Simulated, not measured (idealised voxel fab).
process module | voxel self aligned contacts
It is cross-section cut that appears here, measuring 225 nm in width, its square cells being 5 nm in size.
For the purposes of this document, a cross-section shall be understood as a grid of square cells, specified as bands listed in top-to-bottom order, each band consisting of one or more rows of cells.
Read a band's entry like this: the first values are the height of its top and the height of its bottom in nm, and what follows is the sequence of materials from left to right, each with its width in nm. Note that "air" is empty space, and that a single material marked "everywhere" reaches across the band from edge to edge.
Height 0 is the level under which the wafer as received is all one material. The lowest band goes on downwards, as in "0 down".
The width entry "30->40" should be interpreted row by row: the top row of cells in the band takes the first number, the bottom row takes the second number, and the change between adjacent rows is uniform throughout.
Where a step carries "nothing changed", the cross-section came out of it unchanged, cell for cell.
Each empty space that has no open way to the top and spans at least 8 cells appears under "Closed void table" as width x height at distance, the distance counted from the left edge, all in nm.
Formally, on a step line, whatever follows the settings is a remark that the simulator itself makes on the step.
You can add "overlay nm" to a step's line. For a step with a mask, it describes how far the mask lay to the right of its planned position, and a negative number describes a lay to the left.

[List of planned process steps]
step 1: RECEIVE [material Si]
step 2: CONFORMAL_DEP [material SiO2] [thk nm 5]
step 3: DIRECTIONAL_DEP [material polySi] [thk nm 25]
step 4: DIRECTIONAL_DEP [material SiN] [thk nm 20]
step 5: MASKED_ETCH [tone cover] [mask id GATE] [width nm 30] [pitch nm 70] [etch materials SiN] [depth nm 20] [overlay nm 0]
step 6: MASKED_ETCH [tone cover] [mask id GATE] [width nm 30] [pitch nm 70] [etch materials polySi] [depth nm 25] [overlay nm 0]
step 7: CONFORMAL_DEP [material SiN] [thk nm 10]
step 8: DIRECTIONAL_ETCH [etch materials SiN] [depth nm 10]
step 9: FILL_DEP [material SiO2] [thk nm 10]
step 10: CMP [height nm 55]
step 11: PATTERN [tone open] [mask id CONTACT] [material resist] [width nm 50] [thk nm 20] [overlay nm 0]
step 12: DIRECTIONAL_ETCH [etch materials SiO2] [depth nm 55]
step 13: STRIP [etch materials resist]
step 14: CONFORMAL_DEP [material TiN] [thk nm 5]
step 15: FILL_DEP [material Ru] [thk nm 10]
step 16: CMP [height nm 55]
step 17: CONFORMAL_DEP [material SiCN] [thk nm 5]

[First out of two wafers; run went to plan]

[Cross-section: wafer on arrival = after step 1]
> 0 down = Si everywhere
> Closed void table: none

[You're looking at a cross-section of the wafer after step 2]
> 5 to 0 = SiO2 everywhere
> Under the height 0 nothing was changed.

[You're looking at a cross-section of the wafer after step 3]
> 30 to 5 = polySi everywhere
> Under the height 5 nothing was changed.

[You're looking at a cross-section of the wafer after step 4]
> 50 to 30 = SiN everywhere
> Under the height 30 nothing was changed.

[You're looking at a cross-section of the wafer after step 5]
> 50 to 30 = 60 nm air; 30 nm SiN; 40 nm air; 30 nm SiN; 65 nm air
> Under the height 30 nothing was changed.

[You're looking at a cross-section of the wafer after step 6]
> 50 to 30 = 60 nm air; 30 nm SiN; 40 nm air; 30 nm SiN; 65 nm air
> 30 to 5 = 60 nm air; 30 nm polySi; 40 nm air; 30 nm polySi; 65 nm air
> Under the height 5 nothing was changed.

[You're looking at a cross-section of the wafer after step 7]
> 60 to 30 = 50 nm air; 50 nm SiN; 20 nm air; 50 nm SiN; 55 nm air
> 30 to 15 = 50 nm air; 10 nm SiN; 30 nm polySi; 10 nm SiN; 20 nm air; 10 nm SiN; 30 nm polySi; 10 nm SiN; 55 nm air
> 15 to 5 = 60 nm SiN; 30 nm polySi; 40 nm SiN; 30 nm polySi; 65 nm SiN
> Under the height 5 nothing was changed.

[You're looking at a cross-section of the wafer after step 8]
> 50 to 30 = 50 nm air; 50 nm SiN; 20 nm air; 50 nm SiN; 55 nm air
> 30 to 5 = 50 nm air; 10 nm SiN; 30 nm polySi; 10 nm SiN; 20 nm air; 10 nm SiN; 30 nm polySi; 10 nm SiN; 55 nm air
> Under the height 5 nothing was changed.

[You're looking at a cross-section of the wafer after step 9]
> 60 to 50 = SiO2 everywhere
> 50 to 30 = 50 nm SiO2; 50 nm SiN; 20 nm SiO2; 50 nm SiN; 55 nm SiO2
> 30 to 5 = 50 nm SiO2; 10 nm SiN; 30 nm polySi; 10 nm SiN; 20 nm SiO2; 10 nm SiN; 30 nm polySi; 10 nm SiN; 55 nm SiO2
> Under the height 5 nothing was changed.

[You're looking at a cross-section of the wafer after step 10]
> 55 to 50 = SiO2 everywhere
> Under the height 50 nothing was changed.

[You're looking at a cross-section of the wafer after step 11]
> 75 to 55 = 85 nm resist; 50 nm air; 90 nm resist
> Under the height 55 nothing was changed.

[You're looking at a cross-section of the wafer after step 12]
> 75 to 55 = 85 nm resist; 50 nm air; 90 nm resist
> 55 to 50 = 85 nm SiO2; 50 nm air; 90 nm SiO2
> 50 to 30 = 50 nm SiO2; 50 nm SiN; 20 nm air; 50 nm SiN; 55 nm SiO2
> 30 to 5 = 50 nm SiO2; 10 nm SiN; 30 nm polySi; 10 nm SiN; 20 nm air; 10 nm SiN; 30 nm polySi; 10 nm SiN; 55 nm SiO2
> 5 to 0 = 100 nm SiO2; 20 nm air; 105 nm SiO2
> Under the height 0 nothing was changed.

[You're looking at a cross-section of the wafer after step 13]
> 55 to 50 = 85 nm SiO2; 50 nm air; 90 nm SiO2
> Under the height 50 nothing was changed.

[You're looking at a cross-section of the wafer after step 14]
> 60 to 55 = 90 nm TiN; 40 nm air; 95 nm TiN
> 55 to 50 = 85 nm SiO2; 20 nm TiN; 10 nm air; 20 nm TiN; 90 nm SiO2
> 50 to 30 = 50 nm SiO2; 50 nm SiN; 5 nm TiN; 10 nm air; 5 nm TiN; 50 nm SiN; 55 nm SiO2
> 30 to 5 = 50 nm SiO2; 10 nm SiN; 30 nm polySi; 10 nm SiN; 5 nm TiN; 10 nm air; 5 nm TiN; 10 nm SiN; 30 nm polySi; 10 nm SiN; 55 nm SiO2
> 5 to 0 = 100 nm SiO2; 20 nm TiN; 105 nm SiO2
> Under the height 0 nothing was changed.

[You're looking at a cross-section of the wafer after step 15]
> 70 to 60 = Ru everywhere
> 60 to 55 = 90 nm TiN; 40 nm Ru; 95 nm TiN
> 55 to 50 = 85 nm SiO2; 20 nm TiN; 10 nm Ru; 20 nm TiN; 90 nm SiO2
> 50 to 30 = 50 nm SiO2; 50 nm SiN; 5 nm TiN; 10 nm Ru; 5 nm TiN; 50 nm SiN; 55 nm SiO2
> 30 to 5 = 50 nm SiO2; 10 nm SiN; 30 nm polySi; 10 nm SiN; 5 nm TiN; 10 nm Ru; 5 nm TiN; 10 nm SiN; 30 nm polySi; 10 nm SiN; 55 nm SiO2
> Under the height 5 nothing was changed.

[You're looking at a cross-section of the wafer after step 16]
> 55 to 50 = 85 nm SiO2; 20 nm TiN; 10 nm Ru; 20 nm TiN; 90 nm SiO2
> Under the height 50 nothing was changed.

[You're looking at a cross-section of the wafer after step 17]
> 60 to 55 = SiCN everywhere
> Under the height 55 nothing was changed.

[The second wafer began exactly as the first did and followed the same plan, but one mistake was made while running it; through step 1 inclusive, the two wafers are identical]

Cross-sectional view of the second wafer at the intended end time of process step 2: nothing changed

[Cross-sectional view of the second wafer at the intended end time of process step 3]
> 25 to 0 = polySi everywhere
> Under the height 0 nothing was changed.

[Cross-sectional view of the second wafer at the intended end time of process step 4]
> 45 to 25 = SiN everywhere
> Under the height 25 nothing was changed.

[Cross-sectional view of the second wafer at the intended end time of process step 5]
> 45 to 25 = 60 nm air; 30 nm SiN; 40 nm air; 30 nm SiN; 65 nm air
> Under the height 25 nothing was changed.

[Cross-sectional view of the second wafer at the intended end time of process step 6]
> 45 to 25 = 60 nm air; 30 nm SiN; 40 nm air; 30 nm SiN; 65 nm air
> 25 to 0 = 60 nm air; 30 nm polySi; 40 nm air; 30 nm polySi; 65 nm air
> Under the height 0 nothing was changed.

[Cross-sectional view of the second wafer at the intended end time of process step 7]
> 55 to 25 = 50 nm air; 50 nm SiN; 20 nm air; 50 nm SiN; 55 nm air
> 25 to 10 = 50 nm air; 10 nm SiN; 30 nm polySi; 10 nm SiN; 20 nm air; 10 nm SiN; 30 nm polySi; 10 nm SiN; 55 nm air
> 10 to 0 = 60 nm SiN; 30 nm polySi; 40 nm SiN; 30 nm polySi; 65 nm SiN
> Under the height 0 nothing was changed.

[Cross-sectional view of the second wafer at the intended end time of process step 8]
> 45 to 25 = 50 nm air; 50 nm SiN; 20 nm air; 50 nm SiN; 55 nm air
> 25 to 0 = 50 nm air; 10 nm SiN; 30 nm polySi; 10 nm SiN; 20 nm air; 10 nm SiN; 30 nm polySi; 10 nm SiN; 55 nm air
> Under the height 0 nothing was changed.

[Cross-sectional view of the second wafer at the intended end time of process step 9]
> 55 to 45 = SiO2 everywhere
> 45 to 25 = 50 nm SiO2; 50 nm SiN; 20 nm SiO2; 50 nm SiN; 55 nm SiO2
> 25 to 0 = 50 nm SiO2; 10 nm SiN; 30 nm polySi; 10 nm SiN; 20 nm SiO2; 10 nm SiN; 30 nm polySi; 10 nm SiN; 55 nm SiO2
> Under the height 0 nothing was changed.

Cross-sectional view of the second wafer at the intended end time of process step 10: nothing changed

[Cross-sectional view of the second wafer at the intended end time of process step 11]
> 75 to 55 = 85 nm resist; 50 nm air; 90 nm resist
> Under the height 55 nothing was changed.

[Cross-sectional view of the second wafer at the intended end time of process step 12]
> 75 to 55 = 85 nm resist; 50 nm air; 90 nm resist
> 55 to 45 = 85 nm SiO2; 50 nm air; 90 nm SiO2
> 45 to 25 = 50 nm SiO2; 50 nm SiN; 20 nm air; 50 nm SiN; 55 nm SiO2
> 25 to 0 = 50 nm SiO2; 10 nm SiN; 30 nm polySi; 10 nm SiN; 20 nm air; 10 nm SiN; 30 nm polySi; 10 nm SiN; 55 nm SiO2
> Under the height 0 nothing was changed.

[Cross-sectional view of the second wafer at the intended end time of process step 13]
> 55 to 45 = 85 nm SiO2; 50 nm air; 90 nm SiO2
> Under the height 45 nothing was changed.

[Cross-sectional view of the second wafer at the intended end time of process step 14]
> 60 to 55 = 90 nm TiN; 40 nm air; 95 nm TiN
> 55 to 45 = 85 nm SiO2; 5->20 nm TiN; 40->10 nm air; 5->20 nm TiN; 90 nm SiO2
> 45 to 25 = 50 nm SiO2; 50 nm SiN; 5 nm TiN; 10 nm air; 5 nm TiN; 50 nm SiN; 55 nm SiO2
> 25 to 5 = 50 nm SiO2; 10 nm SiN; 30 nm polySi; 10 nm SiN; 5 nm TiN; 10 nm air; 5 nm TiN; 10 nm SiN; 30 nm polySi; 10 nm SiN; 55 nm SiO2
> 5 to 0 = 50 nm SiO2; 10 nm SiN; 30 nm polySi; 10 nm SiN; 20 nm TiN; 10 nm SiN; 30 nm polySi; 10 nm SiN; 55 nm SiO2
> Under the height 0 nothing was changed.

[Cross-sectional view of the second wafer at the intended end time of process step 15]
> 70 to 60 = Ru everywhere
> 60 to 55 = 90 nm TiN; 40 nm Ru; 95 nm TiN
> 55 to 45 = 85 nm SiO2; 5->20 nm TiN; 40->10 nm Ru; 5->20 nm TiN; 90 nm SiO2
> 45 to 25 = 50 nm SiO2; 50 nm SiN; 5 nm TiN; 10 nm Ru; 5 nm TiN; 50 nm SiN; 55 nm SiO2
> 25 to 5 = 50 nm SiO2; 10 nm SiN; 30 nm polySi; 10 nm SiN; 5 nm TiN; 10 nm Ru; 5 nm TiN; 10 nm SiN; 30 nm polySi; 10 nm SiN; 55 nm SiO2
> Under the height 5 nothing was changed.

[Cross-sectional view of the second wafer at the intended end time of process step 16]
> 55 to 45 = 85 nm SiO2; 5->20 nm TiN; 40->10 nm Ru; 5->20 nm TiN; 90 nm SiO2
> Under the height 45 nothing was changed.

[Cross-sectional view of the second wafer at the intended end time of process step 17]
> 60 to 55 = SiCN everywhere
> Under the height 55 nothing was changed.
Finding, execution versus plan: plan step 2: skipped, not run
Final cells, second wafer relative to first, materials higher or lower: Ru: 6 more | SiO2: 6 fewer
